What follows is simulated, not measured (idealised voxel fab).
A process module follows: voxel fin reveal.
Xsec cut, 200 nm wide, square cell size 5 nm.
How to read a cross-section here: the picture is a grid of square cells, written as bands going from the top down, and any band can span one or more rows of cells.
Band entry format. Leading values: height of top, height of bottom, nm. Remainder: materials in left-to-right order, each with its width in nm. Special words: "throughout" on a single material, which then fills the band edge to edge; "air", empty space.
The level at which height equals 0 is the one under which the wafer, as it arrives, is entirely one material. No lower edge exists for the bottom band, which continues downward and is notated as in "0 nm and below".
You'd read "30..40" like this: the band's top row of cells is as wide as the first number, its bottom row is as wide as the second, and going down, every row changes width by the same amount as the row before did.
Step note "no change occurred" = no cross-section cell changed.
Closed void register: empty space of 8 cells or more with no open way to the top, each as width x height at its distance from the left edge, in nm
Past the settings on a step's line: simulator remark, on that step.
The "overlay nm" setting may appear on a step's line; for a step that uses a mask, it gives how far to the right of its planned position the mask lay, and a negative value indicates the left.
-- Listed below are the process steps as planned
- 1: RECEIVE [material Si]
- 2: CONFORMAL_DEP [material SiN] [thk nm 10]
- 3: MASKED_ETCH [tone cover] [mask id FINS] [width nm 15] [pitch nm 35] [etch materials SiN] [depth nm 5] [overlay nm 0]
- 4: MASKED_ETCH [tone cover] [mask id FINS] [width nm 15] [pitch nm 35] [etch materials Si] [depth nm 35] [overlay nm 0]
- 5: OXIDIZE [depth nm 5]
- 6: FILL_DEP [material SiO2] [thk nm 10]
- 7: CMP [height nm 10]
- 8: SELECTIVE_ETCH [etch materials SiO2] [depth nm 35]
- 9: STRIP [etch materials SiN]
- 10: CONFORMAL_DEP [material HfO2] [thk nm 5]
Wafers differ in depth nm at step 3; plan lists the first wafer's value; identical starting state.
-- Cut through the first of several wafers as received, post step 1
* 0 nm and below = Si throughout
* Closed void register: none
-- first wafer at the end, after step 10
* 5 nm to 0 nm = HfO2 throughout
* 0 nm and below = Si throughout
* Closed void register: none
-- Cross-sectional view of the final wafer of several at the module's end
* 5 nm to 0 nm = air: 40 / HfO2: 15 / air: 20 / HfO2: 15 / air: 20 / HfO2: 15 / air: 20 / HfO2: 15 / air: 40
* 0 nm to -20 nm = air: 40 / HfO2: 5 / Si: 5 / HfO2: 5 / air: 20 / HfO2: 5 / Si: 5 / HfO2: 5 / air: 20 / HfO2: 5 / Si: 5 / HfO2: 5 / air: 20 / HfO2: 5 / Si: 5 / HfO2: 5 / air: 40
* -20 nm to -25 nm = HfO2: 45 / Si: 5 / HfO2: 30 / Si: 5 / HfO2: 30 / Si: 5 / HfO2: 30 / Si: 5 / HfO2: 45
* -25 nm to -40 nm = SiO2: 45 / Si: 5 / SiO2: 30 / Si: 5 / SiO2: 30 / Si: 5 / SiO2: 30 / Si: 5 / SiO2: 45
* -40 nm and below = Si throughout
* Closed void register: none
-- Gained (+) or lost (-) cells of each material since receipt, then closed voids: one row per wafer, at the end of the module
depth nm 5; +40 HfO2; Closed void register: none
depth nm 10; +80 HfO2; -288 Si; +108 SiO2; Closed void register: none
depth nm 15; +80 HfO2; -288 Si; +108 SiO2; Closed void register: none
depth nm 20; +80 HfO2; -288 Si; +108 SiO2; Closed void register: none
depth nm 25; +80 HfO2; -288 Si; +108 SiO2; Closed void register: none
